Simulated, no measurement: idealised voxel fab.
Process module, titled voxel self aligned vias
The cross-section shown here is cut; it is 225 nm wide and divided into square cells measuring 5 nm on a side.
In this document a cross-section is written as a grid of square cells. It is given as a series of bands, listed from the top down, and a band is one or more rows of cells. Quick guide to a band line: top height, bottom height (nm) up front; then every material left to right with its width in nm. Only one material and it's marked "all across"? Then it fills the band edge to edge. And "air" just means empty space. Basically, 0 is our baseline, since under it the wafer straight out of the box is all one material. The bottom band has no lower end and keeps on going down, so it looks like "from 0 down". The expression "30 to 40" gives the width at the extremes of the band, the first number at its top row of cells and the second at its bottom row, with the width changing by equal amounts from each row to the next in between. The cross-section has no changed cell in any step marked "no change occurred". Closed empty spaces (no open way to the top) of 8 cells or more are what "Closed cavities" lists, each as width x height at distance from the left edge, nm for all three. What comes after the settings on a step's line is commentary from the simulator itself on that step. overlay nm: mask right of planned place by this much (step with mask). Neg. = left.

LIST OF PLANNED PROCESS STEPS
1: RECEIVE,material Si
2: CONFORMAL_DEP,material SiO2,thk nm 15
3: CONFORMAL_DEP,material SiCN,thk nm 5
4: DIRECTIONAL_DEP,material SiO2,thk nm 20
5: DIRECTIONAL_DEP,material aC,thk nm 10
6: PATTERN,tone open,mask id LINES,material resist,width nm 20,pitch nm 45,thk nm 30,overlay nm 0
7: DIRECTIONAL_ETCH,etch materials aC,depth nm 10
8: STRIP,etch materials resist
9: DIRECTIONAL_ETCH,etch materials SiO2,depth nm 20
10: STRIP,etch materials aC
11: CONFORMAL_DEP,material TiN,thk nm 5
12: FILL_DEP,material Ru,thk nm 5
13: CMP,height nm 40
14: SELECTIVE_ETCH,etch materials W Ru TiN,depth nm 10
15: FILL_DEP,material SiN,thk nm 10
16: CMP,height nm 40
17: DIRECTIONAL_DEP,material SiO2,thk nm 20
18: MASKED_ETCH,tone open,mask id VIAS,width nm 30,pitch nm 90,etch materials SiO2,depth nm 20,overlay nm 0
19: MASKED_ETCH,tone open,mask id VIAS,width nm 30,pitch nm 90,etch materials SiN,depth nm 10,overlay nm 0
20: CONFORMAL_DEP,material TiN,thk nm 5
21: FILL_DEP,material W,thk nm 10
22: CMP,height nm 60
23: CONFORMAL_DEP,material SiCN,thk nm 5

CROSS-SECTION OF THE WAFER AT RECEIPT, WHICH IS THE CONDITION AFTER STEP 1
- from 0 down | Si all across
- Closed cavities: none

AS-PLANNED RUN: CROSS-SECTION OF THE FIRST OF TWO WAFERS AT END OF MODULE
- from 65 to 60 | SiCN all across
- from 60 to 45 | 50 nm SiO2, then 5 nm TiN, then 20 nm W, then 5 nm TiN, then 60 nm SiO2, then 5 nm TiN, then 20 nm W, then 5 nm TiN, then 55 nm SiO2
- from 45 to 40 | 50 nm SiO2, then 10 nm TiN, then 10 nm W, then 10 nm TiN, then 60 nm SiO2, then 10 nm TiN, then 10 nm W, then 10 nm TiN, then 55 nm SiO2
- from 40 to 35 | 55 nm SiO2, then 5 nm TiN, then 10 nm W, then 5 nm TiN, then 25 nm SiO2, then 20 nm SiN, then 25 nm SiO2, then 5 nm TiN, then 10 nm W, then 5 nm TiN, then 60 nm SiO2
- from 35 to 30 | 55 nm SiO2, then 20 nm TiN, then 25 nm SiO2, then 20 nm SiN, then 25 nm SiO2, then 20 nm TiN, then 60 nm SiO2
- from 30 to 25 | 55 nm SiO2, then 5 nm TiN, then 10 nm Ru, then 5 nm TiN, then 25 nm SiO2, then 5 nm TiN, then 10 nm Ru, then 5 nm TiN, then 25 nm SiO2, then 5 nm TiN, then 10 nm Ru, then 5 nm TiN, then 60 nm SiO2
- from 25 to 20 | 55 nm SiO2, then 20 nm TiN, then 25 nm SiO2, then 20 nm TiN, then 25 nm SiO2, then 20 nm TiN, then 60 nm SiO2
- from 20 to 15 | SiCN all across
- from 15 to 0 | SiO2 all across
- from 0 down | Si all across
- Closed cavities: none

CROSS-SECTIONAL VIEW: SECOND OF TWO WAFERS, END OF MODULE; START AND PLAN IDENTICAL TO THE FIRST, ONE MISTAKE IN RUNNING
- from 65 to 60 | SiCN all across
- from 60 to 45 | 50 nm SiO2, then 5 nm TiN, then 20 nm W, then 5 nm TiN, then 60 nm SiO2, then 5 nm TiN, then 20 nm W, then 5 nm TiN, then 55 nm SiO2
- from 45 to 40 | 50 nm SiO2, then 10 nm TiN, then 5 nm W, then 15 nm TiN, then 60 nm SiO2, then 10 nm TiN, then 5 nm W, then 15 nm TiN, then 55 nm SiO2
- from 40 to 35 | 55 nm SiO2, then 5 nm TiN, then 5 nm W, then 5 nm TiN, then 5 nm SiN, then 25 nm SiO2, then 20 nm SiN, then 25 nm SiO2, then 5 nm TiN, then 5 nm W, then 5 nm TiN, then 5 nm SiN, then 60 nm SiO2
- from 35 to 30 | 55 nm SiO2, then 15 nm TiN, then 5 nm SiN, then 25 nm SiO2, then 20 nm SiN, then 25 nm SiO2, then 15 nm TiN, then 5 nm SiN, then 60 nm SiO2
- from 30 to 25 | 55 nm SiO2, then 5 nm TiN, then 10 nm Ru, then 5 nm TiN, then 25 nm SiO2, then 5 nm TiN, then 10 nm Ru, then 5 nm TiN, then 25 nm SiO2, then 5 nm TiN, then 10 nm Ru, then 5 nm TiN, then 60 nm SiO2
- from 25 to 20 | 55 nm SiO2, then 20 nm TiN, then 25 nm SiO2, then 20 nm TiN, then 25 nm SiO2, then 20 nm TiN, then 60 nm SiO2
- from 20 to 15 | SiCN all across
- from 15 to 0 | SiO2 all across
- from 0 down | Si all across
- Closed cavities: none
Diagnosis: not per plan at step 19, really ran MASKED_ETCH,tone open,mask id VIAS,width nm 30,pitch nm 90,etch materials SiN,depth nm 10,overlay nm -10
Looking at both finished wafers in cells, the second ends up ahead of or behind the first on some materials: SiN +4 | W -4
